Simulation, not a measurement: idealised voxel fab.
The name of this process module is voxel local oxidation.
For reference, the cross-section in this document is cut, with width 155 nm and square cells of 5 nm.
Cross-section spec: square-cell grid; bands listed top down; each band is one or more rows.
Per band: top height and bottom height in nm, followed by the left-to-right materials and their widths in nm; "edge to edge" marks a single material spanning edge to edge, "blank" marks empty space.
Below 0: as-received wafer, all one material; heights counted from there. Lowest band: no bottom, goes on down, written "0 and below".
Graded width ("30->40"): value in top row of band = first number; value in bottom row = second number; row-to-row change constant.
The designation "stayed the same", where it is given for a processing step, indicates that no cell of the cross-section was altered in the course of that step.
Each empty space that has no open way to the top and spans at least 8 cells appears under "Sealed voids" as width x height at distance, the distance counted from the left edge, all in nm.
Note: text after step settings on the step line = simulator remark on that step.
Each step line may optionally specify "overlay nm", which for a step with a mask gives the rightward distance between the mask's planned place and where it lay, a negative value indicating the leftward direction.
THE STEPS PLANNED FOR THE PROCESS ARE AS FOLLOWS
1,RECEIVE: material Si
2,CONFORMAL_DEP: material SiO2, thk nm 5
3,CONFORMAL_DEP: material SiN, thk nm 10
4,DIRECTIONAL_DEP: material aC, thk nm 15
5,PATTERN: tone cover, mask id ACTIVE, material resist, width nm 90, thk nm 35, overlay nm 0
6,DIRECTIONAL_ETCH: etch materials aC, depth nm 15
7,STRIP: etch materials resist
8,DIRECTIONAL_ETCH: etch materials SiN, depth nm 10
9,STRIP: etch materials aC
10,SELECTIVE_ETCH: etch materials SiO2, depth nm 5
11,OXIDIZE: depth nm 10
12,STRIP: etch materials SiN
THE FIRST OF TWO WAFERS, RUN AS PLANNED
AS RECEIVED (POST STEP 1): CROSS-SECTION
0 and below  Si edge to edge
Sealed voids: none
WAFER AFTER STEP 2 (CROSS-SECTION)
5 down to 0  SiO2 edge to edge
Unchanged below 0.
WAFER AFTER STEP 3 (CROSS-SECTION)
15 down to 5  SiN edge to edge
Unchanged below 5.
WAFER AFTER STEP 4 (CROSS-SECTION)
30 down to 15  aC edge to edge
Unchanged below 15.
WAFER AFTER STEP 5 (CROSS-SECTION)
65 down to 30  blank (30), then resist (90), then blank (35)
Unchanged below 30.
WAFER AFTER STEP 6 (CROSS-SECTION)
50 down to 30  blank (30), then resist (90), then blank (35)
30 down to 15  blank (30), then aC (90), then blank (35)
Unchanged below 15.
WAFER AFTER STEP 7 (CROSS-SECTION)
30 down to 15  blank (30), then aC (90), then blank (35)
Unchanged below 15.
WAFER AFTER STEP 8 (CROSS-SECTION)
30 down to 15  blank (30), then aC (90), then blank (35)
15 down to 5  blank (30), then SiN (90), then blank (35)
Unchanged below 5.
WAFER AFTER STEP 9 (CROSS-SECTION)
15 down to 5  blank (30), then SiN (90), then blank (35)
Unchanged below 5.
WAFER AFTER STEP 10 (CROSS-SECTION)
15 down to 5  blank (30), then SiN (90), then blank (35)
5 down to 0  blank (35), then SiO2 (80), then blank (40)
Unchanged below 0.
WAFER AFTER STEP 11 (CROSS-SECTION)
15 down to 5  blank (30), then SiN (90), then blank (35)
5 down to 0  blank (35), then SiO2 (80), then blank (40)
0 down to -10  SiO2 (45), then Si (60), then SiO2 (50)
Unchanged below -10.
WAFER AFTER STEP 12 (CROSS-SECTION)
5 down to 0  blank (35), then SiO2 (80), then blank (40)
Unchanged below 0.
THE SECOND WAFER: IDENTICAL TO THE FIRST AT THE OUTSET AND IN ITS PLANNED SEQUENCE, DIFFERING ONLY IN THAT ONE MISTAKE WAS MADE DURING PROCESSING; UP TO AND INCLUDING STEP 6, ITS PATH IS THE FIRST WAFER'S PATH
SECOND WAFER, CROSS-SECTION, PLANNED END OF STEP 7
50 down to 30  blank (30), then resist (90), then blank (35)
30 down to 15  blank (30), then aC (90), then blank (35)
15 down to 5  blank (30), then SiN (90), then blank (35)
Unchanged below 5.
SECOND WAFER, CROSS-SECTION, PLANNED END OF STEP 8
30 down to 15  blank (30), then aC (90), then blank (35)
Unchanged below 15.
SECOND WAFER, CROSS-SECTION, PLANNED END OF STEP 9
15 down to 5  blank (30), then SiN (90), then blank (35)
Unchanged below 5.
SECOND WAFER, CROSS-SECTION, PLANNED END OF STEP 10
15 down to 5  blank (30), then SiN (90), then blank (35)
5 down to 0  blank (35), then SiO2 (80), then blank (40)
Unchanged below 0.
SECOND WAFER, CROSS-SECTION, PLANNED END OF STEP 11
15 down to 5  blank (30), then SiN (90), then blank (35)
5 down to 0  blank (35), then SiO2 (80), then blank (40)
0 down to -10  SiO2 (45), then Si (60), then SiO2 (50)
Unchanged below -10.
SECOND WAFER, CROSS-SECTION, PLANNED END OF STEP 12
5 down to 0  blank (35), then SiO2 (80), then blank (40)
Unchanged below 0.
Here's what went sideways: plan vs actual: 7 and 8 interchanged
The final cross-section is the same for the two wafers, so this model computes the same thing whether or not the mistake was made.
